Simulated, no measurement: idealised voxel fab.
The following process module bears the name voxel air gaps.
Cross-section cut: width 285 nm, square cells of 5 nm.
How to read a cross-section here: the picture is a grid of square cells, written as bands going from the top down, and any band can span one or more rows of cells.
Quick guide to a band line: top height, bottom height (nm) up front; then every material left to right with its width in nm. Only one material and it's marked "full width"? Then it fills the band edge to edge. And "air" just means empty space.
Heads up on the height convention: 0 is the point under which the incoming wafer is all one material, and the lowest band has no bottom, it just keeps going down, like "0 and below".
Top row gets the first number, bottom row gets the second, and each row in between changes by the same step: that is how a band width like "30->40" works.
Basically "stayed the same" means that step didn't change any cell in the cross-section.
In the "Closed-off voids" entry, you get each enclosed empty space of 8 cells or more, one with no open way to the top, written width x height at distance, distance from the left edge, in nm.
On each step's line, the part that comes after the settings is the simulator's own comment on the step.
The optional step-line setting "overlay nm" applies to steps with a mask and quantifies how far to the right of its planned location the mask lay, a negative value indicating leftward placement.

-- The planned process steps are enumerated hereunder
| 1 | op RECEIVE | material Si |
| 2 | op CONFORMAL_DEP | material SiO2 | thk nm 10 |
| 3 | op CONFORMAL_DEP | material SiN | thk nm 5 |
| 4 | op DIRECTIONAL_DEP | material SiO2 | thk nm 30 |
| 5 | op DIRECTIONAL_DEP | material aC | thk nm 15 |
| 6 | op PATTERN | tone open | mask id LINES | material resist | width nm 25 | pitch nm 50 | thk nm 30 | overlay nm 0 |
| 7 | op DIRECTIONAL_ETCH | etch materials aC | depth nm 15 |
| 8 | op STRIP | etch materials resist |
| 9 | op DIRECTIONAL_ETCH | etch materials SiO2 | depth nm 30 |
| 10 | op STRIP | etch materials aC |
| 11 | op CONFORMAL_DEP | material TiN | thk nm 5 |
| 12 | op FILL_DEP | material Cu | thk nm 5 |
| 13 | op CMP | height nm 45 |
| 14 | op EPI | material Ru | thk nm 10 |
| 15 | op SELECTIVE_ETCH | etch materials SiO2 | depth nm 40 |
| 16 | op CONFORMAL_DEP | material SiN | thk nm 5 |

-- Below: the first of two wafers, run as planned

-- As received (post step 1): cross-section
* 0 and below: Si full width
* Closed-off voids: none

-- So this is the wafer cross-section right after step 2
* 10 down to 0: SiO2 full width
* All layers under 0 are left as they were.

-- So this is the wafer cross-section right after step 3
* 15 down to 10: SiN full width
* All layers under 10 are left as they were.

-- So this is the wafer cross-section right after step 4
* 45 down to 15: SiO2 full width
* All layers under 15 are left as they were.

-- So this is the wafer cross-section right after step 5
* 60 down to 45: aC full width
* All layers under 45 are left as they were.

-- So this is the wafer cross-section right after step 6
* 90 down to 60: resist=55 | air=25 | resist=25 | air=25 | resist=25 | air=25 | resist=25 | air=25 | resist=55
* All layers under 60 are left as they were.

-- So this is the wafer cross-section right after step 7
* 75 down to 60: resist=55 | air=25 | resist=25 | air=25 | resist=25 | air=25 | resist=25 | air=25 | resist=55
* 60 down to 45: aC=55 | air=25 | aC=25 | air=25 | aC=25 | air=25 | aC=25 | air=25 | aC=55
* All layers under 45 are left as they were.

-- So this is the wafer cross-section right after step 8
* 60 down to 45: aC=55 | air=25 | aC=25 | air=25 | aC=25 | air=25 | aC=25 | air=25 | aC=55
* All layers under 45 are left as they were.

-- So this is the wafer cross-section right after step 9
* 60 down to 45: aC=55 | air=25 | aC=25 | air=25 | aC=25 | air=25 | aC=25 | air=25 | aC=55
* 45 down to 15: SiO2=55 | air=25 | SiO2=25 | air=25 | SiO2=25 | air=25 | SiO2=25 | air=25 | SiO2=55
* All layers under 15 are left as they were.

-- So this is the wafer cross-section right after step 10
* 45 down to 15: SiO2=55 | air=25 | SiO2=25 | air=25 | SiO2=25 | air=25 | SiO2=25 | air=25 | SiO2=55
* All layers under 15 are left as they were.

-- So this is the wafer cross-section right after step 11
* 50 down to 45: TiN=60 | air=15 | TiN=35 | air=15 | TiN=35 | air=15 | TiN=35 | air=15 | TiN=60
* 45 down to 20: SiO2=55 | TiN=5 | air=15 | TiN=5 | SiO2=25 | TiN=5 | air=15 | TiN=5 | SiO2=25 | TiN=5 | air=15 | TiN=5 | SiO2=25 | TiN=5 | air=15 | TiN=5 | SiO2=55
* 20 down to 15: SiO2=55 | TiN=25 | SiO2=25 | TiN=25 | SiO2=25 | TiN=25 | SiO2=25 | TiN=25 | SiO2=55
* All layers under 15 are left as they were.

-- So this is the wafer cross-section right after step 12
* 55 down to 50: Cu full width
* 50 down to 45: TiN=60 | Cu=15 | TiN=35 | Cu=15 | TiN=35 | Cu=15 | TiN=35 | Cu=15 | TiN=60
* 45 down to 20: SiO2=55 | TiN=5 | Cu=15 | TiN=5 | SiO2=25 | TiN=5 | Cu=15 | TiN=5 | SiO2=25 | TiN=5 | Cu=15 | TiN=5 | SiO2=25 | TiN=5 | Cu=15 | TiN=5 | SiO2=55
* All layers under 20 are left as they were.

-- So this is the wafer cross-section right after step 13
* 45 down to 20: SiO2=55 | TiN=5 | Cu=15 | TiN=5 | SiO2=25 | TiN=5 | Cu=15 | TiN=5 | SiO2=25 | TiN=5 | Cu=15 | TiN=5 | SiO2=25 | TiN=5 | Cu=15 | TiN=5 | SiO2=55
* All layers under 20 are left as they were.

-- So this is the wafer cross-section right after step 14
* 55 down to 45: air=45 | Ru=45 | air=5 | Ru=45 | air=5 | Ru=45 | air=5 | Ru=45 | air=45
* All layers under 45 are left as they were.

-- So this is the wafer cross-section right after step 15
* 55 down to 45: air=45 | Ru=45 | air=5 | Ru=45 | air=5 | Ru=45 | air=5 | Ru=45 | air=45
* 45 down to 20: air=55 | TiN=5 | Cu=15 | TiN=5 | air=25 | TiN=5 | Cu=15 | TiN=5 | air=25 | TiN=5 | Cu=15 | TiN=5 | air=25 | TiN=5 | Cu=15 | TiN=5 | air=55
* 20 down to 15: air=55 | TiN=25 | air=25 | TiN=25 | air=25 | TiN=25 | air=25 | TiN=25 | air=55
* All layers under 15 are left as they were.

-- So this is the wafer cross-section right after step 16
* 60 down to 55: air=40 | SiN=205 | air=40
* 55 down to 45: air=40 | SiN=5 | Ru=45 | SiN=5 | Ru=45 | SiN=5 | Ru=45 | SiN=5 | Ru=45 | SiN=5 | air=40
* 45 down to 40: air=40 | SiN=15 | TiN=5 | Cu=15 | TiN=5 | SiN=25 | TiN=5 | Cu=15 | TiN=5 | SiN=25 | TiN=5 | Cu=15 | TiN=5 | SiN=25 | TiN=5 | Cu=15 | TiN=5 | SiN=15 | air=40
* 40 down to 20: air=50 | SiN=5 | TiN=5 | Cu=15 | TiN=5 | SiN=5 | air=15 | SiN=5 | TiN=5 | Cu=15 | TiN=5 | SiN=5 | air=15 | SiN=5 | TiN=5 | Cu=15 | TiN=5 | SiN=5 | air=15 | SiN=5 | TiN=5 | Cu=15 | TiN=5 | SiN=5 | air=50
* 20 down to 15: SiN=55 | TiN=25 | SiN=25 | TiN=25 | SiN=25 | TiN=25 | SiN=25 | TiN=25 | SiN=55
* All layers under 15 are left as they were.
* Closed-off voids: 15 x 20 at 85; 15 x 20 at 135; 15 x 20 at 185

-- Wafer two: like wafer one in start and plan, but with one mistake in execution; identical up to and including step 5

-- Second wafer profile in section, at the moment step 6 of the plan was meant to be complete
* 90 down to 60: air=55 | resist=25 | air=25 | resist=25 | air=25 | resist=25 | air=25 | resist=25 | air=55
* All layers under 60 are left as they were.

-- Second wafer profile in section, at the moment step 7 of the plan was meant to be complete
* 75 down to 60: air=55 | resist=25 | air=25 | resist=25 | air=25 | resist=25 | air=25 | resist=25 | air=55
* 60 down to 45: air=55 | aC=25 | air=25 | aC=25 | air=25 | aC=25 | air=25 | aC=25 | air=55
* All layers under 45 are left as they were.

-- Second wafer profile in section, at the moment step 8 of the plan was meant to be complete
* 60 down to 45: air=55 | aC=25 | air=25 | aC=25 | air=25 | aC=25 | air=25 | aC=25 | air=55
* All layers under 45 are left as they were.

-- Second wafer profile in section, at the moment step 9 of the plan was meant to be complete
* 60 down to 45: air=55 | aC=25 | air=25 | aC=25 | air=25 | aC=25 | air=25 | aC=25 | air=55
* 45 down to 15: air=55 | SiO2=25 | air=25 | SiO2=25 | air=25 | SiO2=25 | air=25 | SiO2=25 | air=55
* All layers under 15 are left as they were.

-- Second wafer profile in section, at the moment step 10 of the plan was meant to be complete
* 45 down to 15: air=55 | SiO2=25 | air=25 | SiO2=25 | air=25 | SiO2=25 | air=25 | SiO2=25 | air=55
* All layers under 15 are left as they were.

-- Second wafer profile in section, at the moment step 11 of the plan was meant to be complete
* 50 down to 45: air=50 | TiN=35 | air=15 | TiN=35 | air=15 | TiN=35 | air=15 | TiN=35 | air=50
* 45 down to 20: air=50 | TiN=5 | SiO2=25 | TiN=5 | air=15 | TiN=5 | SiO2=25 | TiN=5 | air=15 | TiN=5 | SiO2=25 | TiN=5 | air=15 | TiN=5 | SiO2=25 | TiN=5 | air=50
* 20 down to 15: TiN=55 | SiO2=25 | TiN=25 | SiO2=25 | TiN=25 | SiO2=25 | TiN=25 | SiO2=25 | TiN=55
* All layers under 15 are left as they were.

-- Second wafer profile in section, at the moment step 12 of the plan was meant to be complete
* 55 down to 50: Cu full width
* 50 down to 45: Cu=50 | TiN=35 | Cu=15 | TiN=35 | Cu=15 | TiN=35 | Cu=15 | TiN=35 | Cu=50
* 45 down to 20: Cu=50 | TiN=5 | SiO2=25 | TiN=5 | Cu=15 | TiN=5 | SiO2=25 | TiN=5 | Cu=15 | TiN=5 | SiO2=25 | TiN=5 | Cu=15 | TiN=5 | SiO2=25 | TiN=5 | Cu=50
* All layers under 20 are left as they were.

-- Second wafer profile in section, at the moment step 13 of the plan was meant to be complete
* 45 down to 20: Cu=50 | TiN=5 | SiO2=25 | TiN=5 | Cu=15 | TiN=5 | SiO2=25 | TiN=5 | Cu=15 | TiN=5 | SiO2=25 | TiN=5 | Cu=15 | TiN=5 | SiO2=25 | TiN=5 | Cu=50
* All layers under 20 are left as they were.

-- Second wafer profile in section, at the moment step 14 of the plan was meant to be complete
* 55 down to 45: Ru=65 | air=5 | Ru=45 | air=5 | Ru=45 | air=5 | Ru=45 | air=5 | Ru=65
* All layers under 45 are left as they were.

-- Second wafer profile in section, at the moment step 15 of the plan was meant to be complete
* 55 down to 45: Ru=65 | air=5 | Ru=45 | air=5 | Ru=45 | air=5 | Ru=45 | air=5 | Ru=65
* 45 down to 20: Cu=50 | TiN=5 | air=25 | TiN=5 | Cu=15 | TiN=5 | air=25 | TiN=5 | Cu=15 | TiN=5 | air=25 | TiN=5 | Cu=15 | TiN=5 | air=25 | TiN=5 | Cu=50
* 20 down to 15: TiN=55 | air=25 | TiN=25 | air=25 | TiN=25 | air=25 | TiN=25 | air=25 | TiN=55
* All layers under 15 are left as they were.

-- Second wafer profile in section, at the moment step 16 of the plan was meant to be complete
* 60 down to 55: SiN full width
* 55 down to 45: Ru=65 | SiN=5 | Ru=45 | SiN=5 | Ru=45 | SiN=5 | Ru=45 | SiN=5 | Ru=65
* 45 down to 40: Cu=50 | TiN=5 | SiN=25 | TiN=5 | Cu=15 | TiN=5 | SiN=25 | TiN=5 | Cu=15 | TiN=5 | SiN=25 | TiN=5 | Cu=15 | TiN=5 | SiN=25 | TiN=5 | Cu=50
* 40 down to 20: Cu=50 | TiN=5 | SiN=5 | air=15 | SiN=5 | TiN=5 | Cu=15 | TiN=5 | SiN=5 | air=15 | SiN=5 | TiN=5 | Cu=15 | TiN=5 | SiN=5 | air=15 | SiN=5 | TiN=5 | Cu=15 | TiN=5 | SiN=5 | air=15 | SiN=5 | TiN=5 | Cu=50
* 20 down to 15: TiN=55 | SiN=25 | TiN=25 | SiN=25 | TiN=25 | SiN=25 | TiN=25 | SiN=25 | TiN=55
* All layers under 15 are left as they were.
* Closed-off voids: 15 x 20 at 60; 15 x 20 at 110; 15 x 20 at 160; 15 x 20 at 210
Heads up, the wafer didn't run the way we planned it: step 6 did not use the planned setting and instead ran as op PATTERN | tone cover | mask id LINES | material resist | width nm 25 | pitch nm 50 | thk nm 30 | overlay nm 0
Count the cells at the end and the second wafer has more or fewer of some materials than the first: 85 more of Cu | 34 more of Ru | 4 fewer of SiN | 17 more of TiN
On completion, 4 closed voids are found in the second wafer, whereas the first wafer has 3.
